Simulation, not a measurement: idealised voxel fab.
Presented below is a process module, voxel capacitor over wiring.
The figure presents cross-section cut, which has a width of 250 nm and is divided into square cells with an edge length of 5 nm.
Cross-section format: a grid of square cells, given as bands from top to bottom; each band is one or more rows of cells.
A band entry consists of two parts. The first gives the height of the band's top and the height of its bottom, in nm. The rest lists the band's materials from left to right, each with its width in nm. A single material labelled with the word "throughout" fills the band from edge to edge, and the word "blank" marks empty space.
A quick word on heights: they are counted from 0, and under that level the wafer as it came to us is one material throughout. The lowest band is different from the rest in having no bottom; it simply continues downward, written as in "top 0, no bottom".
With a width like "30 to 40", each row of cells in the band differs from the next by the same amount, the top row carrying the first number and the bottom row the second.
"no modification" -> step changed no cross-section cell.
In "Voids lacking openings" the enclosed voids are listed, meaning empty spaces of 8 cells or larger without any opening to the top. The form is width x height at distance, distance from the left edge, units nm.
On each step's line, the part that comes after the settings is the simulator's own comment on the step.
A step line may carry the setting "overlay nm", which, for steps involving a mask, states the distance by which the mask lay to the right of its intended position; negative values denote displacement to the left.
### The following list gives the planned process steps
- 1: RECEIVE, material Si
- 2: CONFORMAL_DEP, material SiO2, thk nm 10
- 3: DIRECTIONAL_DEP, material TiN, thk nm 5
- 4: DIRECTIONAL_DEP, material W, thk nm 15
- 5: DIRECTIONAL_DEP, material aC, thk nm 10
- 6: PATTERN, tone cover, mask id METAL_1, material resist, width nm 25, pitch nm 90, thk nm 25, overlay nm 0
- 7: DIRECTIONAL_ETCH, etch materials aC, depth nm 10
- 8: STRIP, etch materials resist
- 9: DIRECTIONAL_ETCH, etch materials W, depth nm 15
- 10: DIRECTIONAL_ETCH, etch materials TiN, depth nm 5
- 11: STRIP, etch materials aC
- 12: CONFORMAL_DEP, material SiCN, thk nm 5
- 13: FILL_DEP, material SiO2, thk nm 5
- 14: CMP, height nm 30
- 15: CONFORMAL_DEP, material SiCN, thk nm 5
- 16: DIRECTIONAL_DEP, material SiO2, thk nm 15
- 17: MASKED_ETCH, tone open, mask id PLUG_1, width nm 15, etch materials SiO2, depth nm 15, overlay nm 0
- 18: MASKED_ETCH, tone open, mask id PLUG_1, width nm 15, etch materials SiCN, depth nm 5, overlay nm 0
- 19: EPI, material Ru, thk nm 10
- 20: EPI, material Ru, thk nm 10
- 21: DIRECTIONAL_DEP, material TiN, thk nm 10
- 22: DIRECTIONAL_DEP, material SiN, thk nm 5
- 23: DIRECTIONAL_DEP, material TiN, thk nm 10
- 24: MASKED_ETCH, tone cover, mask id UPPER_PLATE, width nm 70, etch materials TiN, depth nm 10, overlay nm 0
- 25: MASKED_ETCH, tone cover, mask id UPPER_PLATE, width nm 70, etch materials SiN, depth nm 5, overlay nm 0
- 26: PATTERN, tone cover, mask id LOWER_PLATE, material resist, width nm 80, thk nm 20, overlay nm 0
- 27: DIRECTIONAL_ETCH, etch materials TiN, depth nm 10
- 28: STRIP, etch materials resist
- 29: FILL_DEP, material SiO2, thk nm 20
- 30: CMP, height nm 90
- 31: DIRECTIONAL_DEP, material aC, thk nm 15
- 32: PATTERN, tone open, mask id PLUG_2, material resist, width nm 15, thk nm 30, overlay nm 0
- 33: DIRECTIONAL_ETCH, etch materials aC, depth nm 15
- 34: STRIP, etch materials resist
- 35: DIRECTIONAL_ETCH, etch materials SiO2, depth nm 15
- 36: STRIP, etch materials aC
- 37: CONFORMAL_DEP, material TiN, thk nm 5
- 38: FILL_DEP, material Ru, thk nm 5
- 39: CMP, height nm 90
- 40: CONFORMAL_DEP, material SiCN, thk nm 5
### So this is the incoming wafer in cross-section - it's already been through step 1
- top 0, no bottom | Si throughout
- Voids lacking openings: none
### Cross-section, end of module. Start: as above. Plan: as above. Execution: one mistake
- top 95, bottom 90 | SiCN throughout
- top 90, bottom 80 | 85 SiO2  5 TiN  5 Ru  5 TiN  150 SiO2
- top 80, bottom 75 | 85 SiO2  15 TiN  150 SiO2
- top 75, bottom 65 | 75 SiO2  70 TiN  105 SiO2
- top 65, bottom 60 | 75 SiO2  70 SiN  105 SiO2
- top 60, bottom 50 | 70 SiO2  80 TiN  100 SiO2
- top 50, bottom 35 | 65 SiO2  15 Ru  170 SiO2
- top 35, bottom 30 | 75 SiCN  5 Ru  170 SiCN
- top 30, bottom 15 | 60 SiO2  5 SiCN  25 W  5 SiCN  55 SiO2  5 SiCN  25 W  5 SiCN  65 SiO2
- top 15, bottom 10 | 65 SiCN  25 TiN  65 SiCN  25 TiN  70 SiCN
- top 10, bottom 0 | SiO2 throughout
- top 0, no bottom | Si throughout
- Voids lacking openings: none
Which mistake was made when the wafer was run? planned and actual differ for step 17; actual: MASKED_ETCH, tone open, mask id PLUG_1, width nm 15, etch materials SiO2, depth nm 15, overlay nm -10
